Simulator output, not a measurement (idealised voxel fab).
Presented below is a process module, voxel gate over fins.
For reference, the cross-section in this document is cut, with width 185 nm and square cells of 5 nm.
For the purposes of this document, a cross-section shall be understood as a grid of square cells, specified as bands listed in top-to-bottom order, each band consisting of one or more rows of cells. It is stipulated that each band's entry specify, in nanometres, the height of the top of the band and then that of its bottom, followed by the materials of the band in left-to-right sequence, each together with its width in nanometres. A single material marked by the word "everywhere" is understood to fill the band from edge to edge; the word "empty" is understood to denote empty space. Heads up on the height convention: 0 is the point under which the incoming wafer is all one material, and the lowest band has no bottom, it just keeps going down, like "0..down". A width given as "30 to 40" starts at the first number in the band's top row and ends at the second number in its bottom row, shifting by an equal amount at every step from row to row. For the purposes of this document, the phrase "nothing was modified" attached to a step denotes that no cell within the cross-section was modified by that step. Enclosed voids (no open way to top), threshold 8 cells or more, entry "Voids lacking openings", notation width x height at distance, distance from left edge, nm. Whatever follows a step's settings on its line is a remark the simulator itself makes about that step. overlay nm: step with mask; distance mask lay right of planned place; negative value = left of planned place.

Process steps - plan:
1) RECEIVE,material Si
2) CONFORMAL_DEP,material SiN,thk nm 5
3) DIRECTIONAL_DEP,material aC,thk nm 15
4) PATTERN,tone cover,mask id FINS,material resist,width nm 15,pitch nm 45,thk nm 35,overlay nm 0
5) DIRECTIONAL_ETCH,etch materials aC,depth nm 15
6) STRIP,etch materials resist
7) DIRECTIONAL_ETCH,etch materials SiN,depth nm 5
8) DIRECTIONAL_ETCH,etch materials Si,depth nm 30
9) STRIP,etch materials aC
10) OXIDIZE,depth nm 5
11) FILL_DEP,material SiO2,thk nm 5
12) CMP,height nm 5
13) SELECTIVE_ETCH,etch materials SiO2,depth nm 20
14) STRIP,etch materials SiN
15) CONFORMAL_DEP,material HfO2,thk nm 5
16) CONFORMAL_DEP,material TiN,thk nm 5
17) FILL_DEP,material W,thk nm 15
18) CMP,height nm 20
19) CONFORMAL_DEP,material SiCN,thk nm 5

On the first of the two wafers: run conducted according to plan:

This is the cross-section of the wafer as we received it, i.e. after step 1:
> 0..down: Si everywhere
> Voids lacking openings: none

Cross-section through the wafer, step 2 finished:
> 5..0: SiN everywhere
> Note: structure below 0 unchanged.

Cross-section through the wafer, step 3 finished:
> 20..5: aC everywhere
> Note: structure below 5 unchanged.

Cross-section through the wafer, step 4 finished:
> 55..20: empty (40), resist (15), empty (30), resist (15), empty (30), resist (15), empty (40)
> Note: structure below 20 unchanged.

Cross-section through the wafer, step 5 finished:
> 40..20: empty (40), resist (15), empty (30), resist (15), empty (30), resist (15), empty (40)
> 20..5: empty (40), aC (15), empty (30), aC (15), empty (30), aC (15), empty (40)
> Note: structure below 5 unchanged.

Cross-section through the wafer, step 6 finished:
> 20..5: empty (40), aC (15), empty (30), aC (15), empty (30), aC (15), empty (40)
> Note: structure below 5 unchanged.

Cross-section through the wafer, step 7 finished:
> 20..5: empty (40), aC (15), empty (30), aC (15), empty (30), aC (15), empty (40)
> 5..0: empty (40), SiN (15), empty (30), SiN (15), empty (30), SiN (15), empty (40)
> Note: structure below 0 unchanged.

Cross-section through the wafer, step 8 finished:
> 20..5: empty (40), aC (15), empty (30), aC (15), empty (30), aC (15), empty (40)
> 5..0: empty (40), SiN (15), empty (30), SiN (15), empty (30), SiN (15), empty (40)
> 0..-30: empty (40), Si (15), empty (30), Si (15), empty (30), Si (15), empty (40)
> Note: structure below -30 unchanged.

Cross-section through the wafer, step 9 finished:
> 5..0: empty (40), SiN (15), empty (30), SiN (15), empty (30), SiN (15), empty (40)
> Note: structure below 0 unchanged.

Cross-section through the wafer, step 10 finished:
> 5..0: empty (40), SiN (15), empty (30), SiN (15), empty (30), SiN (15), empty (40)
> 0..-30: empty (40), SiO2 (5), Si (5), SiO2 (5), empty (30), SiO2 (5), Si (5), SiO2 (5), empty (30), SiO2 (5), Si (5), SiO2 (5), empty (40)
> -30..-35: SiO2 (45), Si (5), SiO2 (40), Si (5), SiO2 (40), Si (5), SiO2 (45)
> Note: structure below -35 unchanged.

Cross-section through the wafer, step 11 finished:
> 10..5: SiO2 everywhere
> 5..0: SiO2 (40), SiN (15), SiO2 (30), SiN (15), SiO2 (30), SiN (15), SiO2 (40)
> 0..-35: SiO2 (45), Si (5), SiO2 (40), Si (5), SiO2 (40), Si (5), SiO2 (45)
> Note: structure below -35 unchanged.

Cross-section through the wafer, step 12 finished:
> 5..0: SiO2 (40), SiN (15), SiO2 (30), SiN (15), SiO2 (30), SiN (15), SiO2 (40)
> Note: structure below 0 unchanged.

Cross-section through the wafer, step 13 finished:
> 5..0: empty (40), SiN (15), empty (30), SiN (15), empty (30), SiN (15), empty (40)
> 0..-15: empty (45), Si (5), empty (40), Si (5), empty (40), Si (5), empty (45)
> Note: structure below -15 unchanged.

Cross-section through the wafer, step 14 finished:
> 0..-15: empty (45), Si (5), empty (40), Si (5), empty (40), Si (5), empty (45)
> Note: structure below -15 unchanged.

Cross-section through the wafer, step 15 finished:
> 5..0: empty (40), HfO2 (15), empty (30), HfO2 (15), empty (30), HfO2 (15), empty (40)
> 0..-10: empty (40), HfO2 (5), Si (5), HfO2 (5), empty (30), HfO2 (5), Si (5), HfO2 (5), empty (30), HfO2 (5), Si (5), HfO2 (5), empty (40)
> -10..-15: HfO2 (45), Si (5), HfO2 (40), Si (5), HfO2 (40), Si (5), HfO2 (45)
> Note: structure below -15 unchanged.

Cross-section through the wafer, step 16 finished:
> 10..5: empty (35), TiN (25), empty (20), TiN (25), empty (20), TiN (25), empty (35)
> 5..0: empty (35), TiN (5), HfO2 (15), TiN (5), empty (20), TiN (5), HfO2 (15), TiN (5), empty (20), TiN (5), HfO2 (15), TiN (5), empty (35)
> 0..-5: empty (35), TiN (5), HfO2 (5), Si (5), HfO2 (5), TiN (5), empty (20), TiN (5), HfO2 (5), Si (5), HfO2 (5), TiN (5), empty (20), TiN (5), HfO2 (5), Si (5), HfO2 (5), TiN (5), empty (35)
> -5..-10: TiN (40), HfO2 (5), Si (5), HfO2 (5), TiN (30), HfO2 (5), Si (5), HfO2 (5), TiN (30), HfO2 (5), Si (5), HfO2 (5), TiN (40)
> Note: structure below -10 unchanged.

Cross-section through the wafer, step 17 finished:
> 25..10: W everywhere
> 10..5: W (35), TiN (25), W (20), TiN (25), W (20), TiN (25), W (35)
> 5..0: W (35), TiN (5), HfO2 (15), TiN (5), W (20), TiN (5), HfO2 (15), TiN (5), W (20), TiN (5), HfO2 (15), TiN (5), W (35)
> 0..-5: W (35), TiN (5), HfO2 (5), Si (5), HfO2 (5), TiN (5), W (20), TiN (5), HfO2 (5), Si (5), HfO2 (5), TiN (5), W (20), TiN (5), HfO2 (5), Si (5), HfO2 (5), TiN (5), W (35)
> Note: structure below -5 unchanged.

Cross-section through the wafer, step 18 finished:
> 20..10: W everywhere
> Note: structure below 10 unchanged.

Cross-section through the wafer, step 19 finished:
> 25..20: SiCN everywhere
> Note: structure below 20 unchanged.

Second wafer: like start, like plan, one mistake. Through step 14 it matches the first wafer:

Cross-section of the second wafer at the time step 15 of the plan should have ended: nothing was modified

Cross-section of the second wafer at the time step 16 of the plan should have ended:
> 5..0: empty (40), TiN (15), empty (30), TiN (15), empty (30), TiN (15), empty (40)
> 0..-10: empty (40), TiN (5), Si (5), TiN (5), empty (30), TiN (5), Si (5), TiN (5), empty (30), TiN (5), Si (5), TiN (5), empty (40)
> -10..-15: TiN (45), Si (5), TiN (40), Si (5), TiN (40), Si (5), TiN (45)
> Note: structure below -15 unchanged.

Cross-section of the second wafer at the time step 17 of the plan should have ended:
> 20..5: W everywhere
> 5..0: W (40), TiN (15), W (30), TiN (15), W (30), TiN (15), W (40)
> 0..-10: W (40), TiN (5), Si (5), TiN (5), W (30), TiN (5), Si (5), TiN (5), W (30), TiN (5), Si (5), TiN (5), W (40)
> Note: structure below -10 unchanged.

Cross-section of the second wafer at the time step 18 of the plan should have ended: nothing was modified

Cross-section of the second wafer at the time step 19 of the plan should have ended:
> 25..20: SiCN everywhere
> Note: structure below 20 unchanged.
Plan not followed: not run: step 15 of the plan (skipped)
Materials where the second wafer ends with more or fewer cells than the first: HfO2 -55, W +55
